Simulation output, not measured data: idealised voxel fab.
process module | voxel capacitor over wiring
cross-section cut | 220 nm wide | cells 5 nm
A cross-section is a grid of square cells, given in bands from the top down. A band is one or more rows of cells.
Each band's line starts with the height of the band's top and of its bottom, in nm. Then come its materials from left to right, each with its width in nm. One material with "throughout" fills the band from edge to edge. "air" is empty space.
Height 0 is the level under which the wafer as received is all one material. The lowest band goes on downwards, as in "0 down".
A width such as "30 to 40" changes by the same amount from each row of cells to the next, from the band's top row to its bottom row.
"no change" after a step means that no cell of the cross-section changed.
closed voids: empty space of 8 cells or more with no open way to the top, each as width x height at its distance from the left edge, in nm
after a step's settings: what the simulator itself notes on the step
overlay nm, on a step with a mask: how far to the right of its planned place the mask lay; to the left if negative
plan
1 op RECEIVE | material Si
2 op CONFORMAL_DEP | material SiO2 | thk nm 15
3 op DIRECTIONAL_DEP | material TiN | thk nm 5
4 op DIRECTIONAL_DEP | material W | thk nm 20
5 op DIRECTIONAL_DEP | material aC | thk nm 10
6 op PATTERN | tone cover | mask id METAL_1 | material resist | width nm 20 | pitch nm 70 | thk nm 30 | overlay nm 0
7 op DIRECTIONAL_ETCH | etch materials aC | depth nm 10
8 op STRIP | etch materials resist
9 op DIRECTIONAL_ETCH | etch materials W | depth nm 20
10 op DIRECTIONAL_ETCH | etch materials TiN | depth nm 5
11 op STRIP | etch materials aC
12 op CONFORMAL_DEP | material SiCN | thk nm 5
13 op FILL_DEP | material lowk | thk nm 5
14 op CMP | height nm 40
15 op CONFORMAL_DEP | material SiCN | thk nm 5
16 op DIRECTIONAL_DEP | material lowk | thk nm 20
17 op PATTERN | tone open | mask id PLUG_1 | material resist | width nm 15 | thk nm 20 | overlay nm 0
18 op DIRECTIONAL_ETCH | etch materials lowk | depth nm 20
19 op DIRECTIONAL_ETCH | etch materials SiCN | depth nm 5
20 op STRIP | etch materials resist
21 op CONFORMAL_DEP | material TiN | thk nm 5
22 op FILL_DEP | material Ru | thk nm 5
23 op CMP | height nm 65
24 op DIRECTIONAL_DEP | material TiN | thk nm 10
25 op DIRECTIONAL_DEP | material HfO2 | thk nm 5
26 op DIRECTIONAL_DEP | material TiN | thk nm 10
27 op PATTERN | tone cover | mask id UPPER_PLATE | material resist | width nm 55 | thk nm 15 | overlay nm 0
28 op DIRECTIONAL_ETCH | etch materials TiN | depth nm 10
29 op DIRECTIONAL_ETCH | etch materials HfO2 | depth nm 5
30 op STRIP | etch materials resist
31 op PATTERN | tone cover | mask id LOWER_PLATE | material resist | width nm 65 | thk nm 15 | overlay nm 0
32 op DIRECTIONAL_ETCH | etch materials TiN | depth nm 10
33 op STRIP | etch materials resist
34 op FILL_DEP | material SiO2 | thk nm 15
35 op CMP | height nm 100
36 op DIRECTIONAL_DEP | material aC | thk nm 15
37 op PATTERN | tone open | mask id PLUG_2 | material resist | width nm 15 | thk nm 30 | overlay nm 0
38 op DIRECTIONAL_ETCH | etch materials aC | depth nm 15
39 op STRIP | etch materials resist
40 op DIRECTIONAL_ETCH | etch materials SiO2 | depth nm 5
41 op STRIP | etch materials aC
42 op CONFORMAL_DEP | material TiN | thk nm 5
43 op FILL_DEP | material Cu | thk nm 10
44 op CMP | height nm 100
45 op CONFORMAL_DEP | material SiN | thk nm 5
varied across the wafers: depth nm of step 40. The plan shows the first wafer's value. All wafers start alike
first wafer as received, after step 1
  0 down: Si throughout
  closed voids: none
first wafer at the end, after step 45
  105 to 100: SiN throughout
  100 to 95: SiO2 80 | TiN 15 | SiO2 125
  95 to 90: SiO2 throughout
  90 to 80: SiO2 70 | TiN 55 | SiO2 95
  80 to 75: SiO2 70 | HfO2 55 | SiO2 95
  75 to 65: SiO2 65 | TiN 65 | SiO2 90
  65 to 45: lowk 70 | TiN 5 | Ru 5 | TiN 5 | lowk 135
  45 to 40: SiCN 70 | TiN 15 | SiCN 135
  40 to 20: lowk 60 | SiCN 5 | W 20 | SiCN 5 | lowk 40 | SiCN 5 | W 20 | SiCN 5 | lowk 60
  20 to 15: SiCN 65 | TiN 20 | SiCN 50 | TiN 20 | SiCN 65
  15 to 0: SiO2 throughout
  0 down: Si throughout
  closed voids: none
last wafer at the end
  105 to 100: SiN throughout
  100 to 95: SiO2 80 | TiN 5 | Cu 5 | TiN 5 | SiO2 125
  95 to 90: SiO2 80 | TiN 15 | SiO2 125
  90 to 80: SiO2 70 | TiN 55 | SiO2 95
  80 to 75: SiO2 70 | HfO2 55 | SiO2 95
  75 to 65: SiO2 65 | TiN 65 | SiO2 90
  65 to 45: lowk 70 | TiN 5 | Ru 5 | TiN 5 | lowk 135
  45 to 40: SiCN 70 | TiN 15 | SiCN 135
  40 to 20: lowk 60 | SiCN 5 | W 20 | SiCN 5 | lowk 40 | SiCN 5 | W 20 | SiCN 5 | lowk 60
  20 to 15: SiCN 65 | TiN 20 | SiCN 50 | TiN 20 | SiCN 65
  15 to 0: SiO2 throughout
  0 down: Si throughout
  closed voids: none
each wafer at the end: cells of each material gained (+) or lost (-) since it was received, then its closed voids
depth nm 5 | +11 HfO2 | +4 Ru | +93 SiCN | +44 SiN | +378 SiO2 | +70 TiN | +32 W | +292 lowk | closed voids: none
depth nm 10 | +1 Cu | +11 HfO2 | +4 Ru | +93 SiCN | +44 SiN | +375 SiO2 | +72 TiN | +32 W | +292 lowk | closed voids: none
depth nm 15 | +1 Cu | +11 HfO2 | +4 Ru | +93 SiCN | +44 SiN | +375 SiO2 | +72 TiN | +32 W | +292 lowk | closed voids: none
depth nm 20 | +1 Cu | +11 HfO2 | +4 Ru | +93 SiCN | +44 SiN | +375 SiO2 | +72 TiN | +32 W | +292 lowk | closed voids: none
depth nm 25 | +1 Cu | +11 HfO2 | +4 Ru | +93 SiCN | +44 SiN | +375 SiO2 | +72 TiN | +32 W | +292 lowk | closed voids: none
